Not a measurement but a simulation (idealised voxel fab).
You're looking at the process module voxel ribs on slabs.
Square cell edge 5 nm, section width 290 nm, ID cut.
A cross-section in this document is a grid of square cells, and it is written down as bands, the top band listed before the ones below it; a band is made up of one or more rows of cells.
Read a band's entry like this: the first values are the height of its top and the height of its bottom in nm, and what follows is the sequence of materials from left to right, each with its width in nm. Note that "blank" is empty space, and that a single material marked "throughout" reaches across the band from edge to edge.
Heights are reckoned from 0. Under this level, the received wafer is all of one material. The bottommost band is open-ended downward, for example "z 0 and below".
Width spec "30 to 40" -> top row of cells at first value, bottom row at second value, equal per-row change in between.
Take "identical to before" at face value: in the step it is given for, the cross-section changed in none of its cells.
The list in "Fully closed voids" covers empty spaces of 8 cells or more that cannot reach the top through any open way, and it gives each as width x height at distance; the distance is from the left edge, and width, height and distance are in nm.
Where a step's line continues beyond its settings, the continuation is a remark by the simulator itself on that step.
Regarding "overlay nm": on a step with a mask, it is the distance the mask lay to the right of its planned place; a negative value places it to the left.
Process steps (planned)
1,RECEIVE (material Si)
2,DIRECTIONAL_DEP (material SiO2; thk nm 30)
3,DIRECTIONAL_DEP (material SiN; thk nm 15)
4,DIRECTIONAL_DEP (material aC; thk nm 15)
5,PATTERN (tone cover; mask id RIB; material resist; width nm 15; thk nm 35; overlay nm 0)
6,DIRECTIONAL_ETCH (etch materials aC; depth nm 15)
7,STRIP (etch materials resist)
8,DIRECTIONAL_ETCH (etch materials SiN; depth nm 10)
9,STRIP (etch materials aC)
10,DIRECTIONAL_DEP (material aC; thk nm 10)
11,PATTERN (tone cover; mask id SLAB; material resist; width nm 65; thk nm 30; overlay nm 0)
12,DIRECTIONAL_ETCH (etch materials aC; depth nm 10)
13,STRIP (etch materials resist)
14,DIRECTIONAL_ETCH (etch materials SiN; depth nm 5)
15,STRIP (etch materials aC)
16,FILL_DEP (material SiO2; thk nm 25)
17,CMP (height nm 65)
18,DIRECTIONAL_DEP (material TiN; thk nm 10)
19,MASKED_ETCH (tone cover; mask id HEATER; width nm 25; etch materials TiN; depth nm 10; overlay nm 0)
20,CONFORMAL_DEP (material SiO2; thk nm 5)
Cross-sectional view of the wafer in its as-received condition, corresponding to the state after step 1
z 0 and below  Si throughout
Fully closed voids: none
The plan above was carried out on the starting structure above with one mistake, and this cross-section shows the wafer at the end of the module
z 80 to 75  125 blank / 35 SiO2 / 130 blank
z 75 to 70  125 blank / 5 SiO2 / 25 TiN / 5 SiO2 / 130 blank
z 70 to 65  130 SiO2 / 25 TiN / 135 SiO2
z 65 to 60  110 SiO2 / 65 SiN / 115 SiO2
z 60 to 0  SiO2 throughout
z 0 and below  Si throughout
Fully closed voids: none
Deviation noted in wafer processing: step 2 of the plan was twice carried out
